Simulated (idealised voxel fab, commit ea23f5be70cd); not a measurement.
Presented below is a process module, voxel double patterning.
This is section cut - it's 175 nm across, gridded in 5 nm square cells.
For the purposes of this document, a cross-section shall be understood as a grid of square cells, specified as bands listed in top-to-bottom order, each band consisting of one or more rows of cells. Heads up on the band format: heights come first, top then bottom, in nm. After that it's the materials left to right, each with its width in nm. A single material flagged "throughout" fills the whole band edge to edge, and "empty" means there's empty space there. Height datum 0, below which the as-received substrate wafer is one material. Lowest band open at the bottom, running downward: "z 0 and below". The expression "30 to 40" gives the width at the extremes of the band, the first number at its top row of cells and the second at its bottom row, with the width changing by equal amounts from each row to the next in between. For the purposes of this document, the phrase "no change occurred" attached to a step denotes that no cell within the cross-section was modified by that step. Each empty space that has no open way to the top and spans at least 8 cells appears under "Fully sealed voids" as width x height at distance, the distance counted from the left edge, all in nm. Post-settings text on a step line: simulator's own remark regarding the step. You can add "overlay nm" to a step's line. For a step with a mask, it describes how far the mask lay to the right of its planned position, and a negative number describes a lay to the left.

**Planned process steps**
| 1 | RECEIVE (material Si) |
| 2 | CONFORMAL_DEP (material SiN; thk nm 10) |
| 3 | DIRECTIONAL_DEP (material SiO2; thk nm 20) |
| 4 | DIRECTIONAL_DEP (material SiCN; thk nm 10) |
| 5 | MASKED_ETCH (tone open; mask id FIRST; width nm 15; pitch nm 50; etch materials SiCN; depth nm 10; overlay nm 0) |
| 6 | DIRECTIONAL_DEP (material aC; thk nm 15) |
| 7 | PATTERN (tone open; mask id SECOND; material resist; width nm 15; thk nm 35; overlay nm 0) |
| 8 | DIRECTIONAL_ETCH (etch materials aC; depth nm 15) |
| 9 | STRIP (etch materials resist) |
| 10 | DIRECTIONAL_ETCH (etch materials SiCN; depth nm 10) |
| 11 | STRIP (etch materials aC) |
| 12 | DIRECTIONAL_ETCH (etch materials SiO2; depth nm 20) |
| 13 | STRIP (etch materials SiCN) |

**Concerning the first of two wafers, which was run in accordance with the plan**

**Cross-section, incoming material, after step 1**
> z 0 and below: Si throughout
> Fully sealed voids: none

**After step 2, in cross-section**
> z 10 to 0: SiN throughout
> Everything under 0 stays put, no change at all.

**After step 3, in cross-section**
> z 30 to 10: SiO2 throughout
> Everything under 10 stays put, no change at all.

**After step 4, in cross-section**
> z 40 to 30: SiCN throughout
> Everything under 30 stays put, no change at all.

**After step 5, in cross-section**
> z 40 to 30: SiCN (55)  empty (15)  SiCN (35)  empty (15)  SiCN (55)
> Everything under 30 stays put, no change at all.

**After step 6, in cross-section**
> z 55 to 45: aC (55)  empty (15)  aC (35)  empty (15)  aC (55)
> z 45 to 40: aC throughout
> z 40 to 30: SiCN (55)  aC (15)  SiCN (35)  aC (15)  SiCN (55)
> Everything under 30 stays put, no change at all.

**After step 7, in cross-section**
> z 90 to 55: resist (80)  empty (15)  resist (80)
> z 55 to 45: aC (55)  resist (15)  aC (35)  resist (15)  aC (55)
> Everything under 45 stays put, no change at all.

**After step 8, in cross-section**
> z 75 to 55: resist (80)  empty (15)  resist (80)
> z 55 to 45: aC (55)  resist (15)  aC (10)  empty (15)  aC (10)  resist (15)  aC (55)
> z 45 to 40: aC (80)  empty (15)  aC (80)
> Everything under 40 stays put, no change at all.

**After step 9, in cross-section**
> z 55 to 45: aC (55)  empty (15)  aC (10)  empty (15)  aC (10)  empty (15)  aC (55)
> Everything under 45 stays put, no change at all.

**After step 10, in cross-section**
> z 55 to 45: aC (55)  empty (15)  aC (10)  empty (15)  aC (10)  empty (15)  aC (55)
> z 45 to 40: aC (80)  empty (15)  aC (80)
> z 40 to 30: SiCN (55)  aC (15)  SiCN (10)  empty (15)  SiCN (10)  aC (15)  SiCN (55)
> Everything under 30 stays put, no change at all.

**After step 11, in cross-section**
> z 40 to 30: SiCN (55)  empty (15)  SiCN (10)  empty (15)  SiCN (10)  empty (15)  SiCN (55)
> Everything under 30 stays put, no change at all.

**After step 12, in cross-section**
> z 40 to 30: SiCN (55)  empty (15)  SiCN (10)  empty (15)  SiCN (10)  empty (15)  SiCN (55)
> z 30 to 10: SiO2 (55)  empty (15)  SiO2 (10)  empty (15)  SiO2 (10)  empty (15)  SiO2 (55)
> Everything under 10 stays put, no change at all.

**After step 13, in cross-section**
> z 30 to 10: SiO2 (55)  empty (15)  SiO2 (10)  empty (15)  SiO2 (10)  empty (15)  SiO2 (55)
> Everything under 10 stays put, no change at all.

**Second wafer: same start and same plan as the first, one execution error; identical to the first through step 1**

**Planned end of step 2: second wafer, cross-section**
> z 10 to 0: aC throughout
> Everything under 0 stays put, no change at all.

**Planned end of step 3: second wafer, cross-section**
> z 30 to 10: SiO2 throughout
> Everything under 10 stays put, no change at all.

**Planned end of step 4: second wafer, cross-section**
> z 40 to 30: SiCN throughout
> Everything under 30 stays put, no change at all.

**Planned end of step 5: second wafer, cross-section**
> z 40 to 30: SiCN (55)  empty (15)  SiCN (35)  empty (15)  SiCN (55)
> Everything under 30 stays put, no change at all.

**Planned end of step 6: second wafer, cross-section**
> z 55 to 45: aC (55)  empty (15)  aC (35)  empty (15)  aC (55)
> z 45 to 40: aC throughout
> z 40 to 30: SiCN (55)  aC (15)  SiCN (35)  aC (15)  SiCN (55)
> Everything under 30 stays put, no change at all.

**Planned end of step 7: second wafer, cross-section**
> z 90 to 55: resist (80)  empty (15)  resist (80)
> z 55 to 45: aC (55)  resist (15)  aC (35)  resist (15)  aC (55)
> Everything under 45 stays put, no change at all.

**Planned end of step 8: second wafer, cross-section**
> z 75 to 55: resist (80)  empty (15)  resist (80)
> z 55 to 45: aC (55)  resist (15)  aC (10)  empty (15)  aC (10)  resist (15)  aC (55)
> z 45 to 40: aC (80)  empty (15)  aC (80)
> Everything under 40 stays put, no change at all.

**Planned end of step 9: second wafer, cross-section**
> z 55 to 45: aC (55)  empty (15)  aC (10)  empty (15)  aC (10)  empty (15)  aC (55)
> Everything under 45 stays put, no change at all.

**Planned end of step 10: second wafer, cross-section**
> z 55 to 45: aC (55)  empty (15)  aC (10)  empty (15)  aC (10)  empty (15)  aC (55)
> z 45 to 40: aC (80)  empty (15)  aC (80)
> z 40 to 30: SiCN (55)  aC (15)  SiCN (10)  empty (15)  SiCN (10)  aC (15)  SiCN (55)
> Everything under 30 stays put, no change at all.

**Planned end of step 11: second wafer, cross-section**
> z 40 to 30: SiCN (55)  empty (15)  SiCN (10)  empty (15)  SiCN (10)  empty (15)  SiCN (55)
> Everything under 30 stays put, no change at all.

**Planned end of step 12: second wafer, cross-section**
> z 40 to 30: SiCN (55)  empty (15)  SiCN (10)  empty (15)  SiCN (10)  empty (15)  SiCN (55)
> z 30 to 10: SiO2 (55)  empty (15)  SiO2 (10)  empty (15)  SiO2 (10)  empty (15)  SiO2 (55)
> Everything under 10 stays put, no change at all.

**Planned end of step 13: second wafer, cross-section**
> z 30 to 10: SiO2 (55)  empty (15)  SiO2 (10)  empty (15)  SiO2 (10)  empty (15)  SiO2 (55)
> Everything under 10 stays put, no change at all.
The mistake made against the process plan was this: so step 2 ended up running with a different setting than we planned, it ran as CONFORMAL_DEP (material aC; thk nm 10)
End of process, cell counts, second wafer against first, materials with more or fewer: SiN: 70 fewer, aC: 70 more
